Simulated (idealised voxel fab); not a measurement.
Process module under the name voxel tone inversion
The width of the displayed cross-section, cut, is 155 nm; its cells are square, with a size of 5 nm.
Reading order for cross-sections: top band down to bottom band. Underlying form: a grid of square cells. Band size: one or more rows of cells. This entry defines a band. It first specifies the height of the band's top and the height of its bottom in nm, and then specifies the band's materials from left to right, stating each material with its width in nm. The word "full width" identifies a single material that fills the band from edge to edge, while the word "empty" identifies empty space. Basically, 0 is our baseline, since under it the wafer straight out of the box is all one material. The bottom band has no lower end and keeps on going down, so it looks like "0 nm and below". The notation "30..40" denotes a width that varies across the rows of cells in the band, beginning at the first number in the top row, finishing at the second number in the bottom row, and changing by an identical amount from each row to the next. It should be understood that the words "left unchanged", when stated for a given step, signify that the cross-section underwent no change in any of its cells during that step. Closed-off voids of 8+ cells (no open route to the top) go in "Fully sealed voids", written width x height at distance from the left edge, in nm. Formally, on a step line, whatever follows the settings is a remark that the simulator itself makes on the step. overlay nm: for a step with a mask, the amount by which the mask lay right of where it was planned; a negative amount means left of it.
**Process steps (planned)**
| 1 | RECEIVE with material Si |
| 2 | CONFORMAL_DEP with material SiN, thk nm 5 |
| 3 | DIRECTIONAL_DEP with material polySi, thk nm 25 |
| 4 | PATTERN with tone cover, mask id POSTS, material resist, width nm 25, pitch nm 50, thk nm 35, overlay nm 0 |
| 5 | DIRECTIONAL_ETCH with etch materials polySi, depth nm 25 |
| 6 | STRIP with etch materials resist |
| 7 | FILL_DEP with material lowk, thk nm 5 |
| 8 | CMP with height nm 30 |
| 9 | STRIP with etch materials polySi |
| 10 | CONFORMAL_DEP with material TiN, thk nm 5 |
| 11 | FILL_DEP with material Ru, thk nm 10 |
| 12 | CMP with height nm 30 |
| 13 | CONFORMAL_DEP with material SiN, thk nm 5 |
**Cross-section of the wafer upon arrival, representing the state reached after step 1**
    0 nm and below  Si full width
    Fully sealed voids: none
**first wafer at the end, as planned**
    35 nm to 30 nm  SiN full width
    30 nm to 10 nm  15 of lowk, 5 of TiN, 15 of Ru, 5 of TiN, 25 of lowk, 5 of TiN, 15 of Ru, 5 of TiN, 25 of lowk, 5 of TiN, 15 of Ru, 5 of TiN, 15 of lowk
    10 nm to 5 nm  15 of lowk, 25 of TiN, 25 of lowk, 25 of TiN, 25 of lowk, 25 of TiN, 15 of lowk
    5 nm to 0 nm  SiN full width
    0 nm and below  Si full width
    Fully sealed voids: none
**Here's the second of our two wafers sectioned at module end. Same start as the first, same plan, but one mistake got made running it**
    35 nm to 30 nm  SiN full width
    30 nm to 10 nm  10 of Ru, 5 of TiN, 25 of lowk, 5 of TiN, 15 of Ru, 5 of TiN, 25 of lowk, 5 of TiN, 15 of Ru, 5 of TiN, 25 of lowk, 5 of TiN, 10 of Ru
    10 nm to 5 nm  15 of TiN, 25 of lowk, 25 of TiN, 25 of lowk, 25 of TiN, 25 of lowk, 15 of TiN
    5 nm to 0 nm  SiN full width
    0 nm and below  Si full width
    Fully sealed voids: none
what went wrong: step 4 changed vs plan, executed as PATTERN with tone open, mask id POSTS, material resist, width nm 25, pitch nm 50, thk nm 35, overlay nm 0
Bottom line after processing is that, in cells, the second wafer is up or down on some materials versus the first: 4 more of Ru; 1 more of TiN; 5 fewer of lowk
